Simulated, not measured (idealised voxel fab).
Proc. module: voxel released beams
225 nm wide, 5 nm square cells: that's cross-section cut.
For the purposes of this document, a cross-section shall be understood as a grid of square cells, specified as bands listed in top-to-bottom order, each band consisting of one or more rows of cells. A band entry consists of two parts. The first gives the height of the band's top and the height of its bottom, in nm. The rest lists the band's materials from left to right, each with its width in nm. A single material labelled with the word "everywhere" fills the band from edge to edge, and the word "empty" marks empty space. For the purposes of this specification, 0 denotes the height below which the wafer in its as-received condition is composed wholly of one material, and the lowermost band, lacking a lower limit, extends downward without end, as expressed in "from 0 down". Per-row width for "30->40": begins at first number (top row of band), ends at second number (bottom row), increment between rows held constant. Reading "no alterations made" for a step: not a cell of the cross-section changed in it. The entry "Trapped voids" lists the empty spaces that cover at least 8 cells and have no open path to the top. Each is written as width x height at distance, where the distance is measured from the left edge and all three values are in nm. On a step's line, text after the settings is the simulator commenting on that step. Steps that use a mask can have "overlay nm" on their line. It says how far the mask sat to the right of where it was meant to be. Negative means to the left.
The following list gives the planned process steps:
- 1: RECEIVE with material Si
- 2: CONFORMAL_DEP with material Al2O3, thk nm 10
- 3: DIRECTIONAL_DEP with material SiO2, thk nm 15
- 4: MASKED_ETCH with tone open, mask id ANCHOR, width nm 45, etch materials SiO2, depth nm 15, overlay nm 0
- 5: CONFORMAL_DEP with material polySi, thk nm 15
- 6: MASKED_ETCH with tone cover, mask id BEAM, width nm 100, etch materials polySi, depth nm 15, overlay nm 0
- 7: STRIP with etch materials SiO2
Of two wafers, the first: run according to plan:
As received (post step 1): cross-section:
> from 0 down: Si everywhere
> Trapped voids: none
The following cross-section depicts the wafer upon completion of step 2:
> from 10 to 0: Al2O3 everywhere
> below 0: unchanged
The following cross-section depicts the wafer upon completion of step 3:
> from 25 to 10: SiO2 everywhere
> below 10: unchanged
The following cross-section depicts the wafer upon completion of step 4:
> from 25 to 10: 65 nm SiO2 / 45 nm empty / 115 nm SiO2
> below 10: unchanged
The following cross-section depicts the wafer upon completion of step 5:
> from 40 to 25: 80 nm polySi / 15 nm empty / 130 nm polySi
> from 25 to 10: 65 nm SiO2 / 45 nm polySi / 115 nm SiO2
> below 10: unchanged
The following cross-section depicts the wafer upon completion of step 6:
> from 40 to 25: 60 nm empty / 20 nm polySi / 15 nm empty / 65 nm polySi / 65 nm empty
> below 25: unchanged
The following cross-section depicts the wafer upon completion of step 7:
> from 40 to 25: 60 nm empty / 20 nm polySi / 15 nm empty / 65 nm polySi / 65 nm empty
> from 25 to 10: 65 nm empty / 45 nm polySi / 115 nm empty
> below 10: unchanged
second wafer: like start, like plan, one mistake. Through step 3 it matches the first wafer:
Here is the second wafer in cross-section at the point where step 4 of the plan should have been done:
> from 25 to 10: 65 nm empty / 45 nm SiO2 / 115 nm empty
> below 10: unchanged
Here is the second wafer in cross-section at the point where step 5 of the plan should have been done:
> from 40 to 25: 50 nm empty / 75 nm polySi / 100 nm empty
> from 25 to 10: 65 nm polySi / 45 nm SiO2 / 115 nm polySi
> below 10: unchanged
Here is the second wafer in cross-section at the point where step 6 of the plan should have been done:
> from 40 to 25: 60 nm empty / 65 nm polySi / 100 nm empty
> from 25 to 10: 50 nm empty / 15 nm polySi / 45 nm SiO2 / 50 nm polySi / 65 nm empty
> below 10: unchanged
Here is the second wafer in cross-section at the point where step 7 of the plan should have been done: no alterations made
Misprocessing identified: it should be noted that step 4 was executed with settings other than those planned, the operation and settings actually applied being MASKED_ETCH with tone cover, mask id ANCHOR, width nm 45, etch materials SiO2, depth nm 15, overlay nm 0
Heads up, by the end the second wafer has more or fewer cells of some materials compared to the first: +27 SiO2
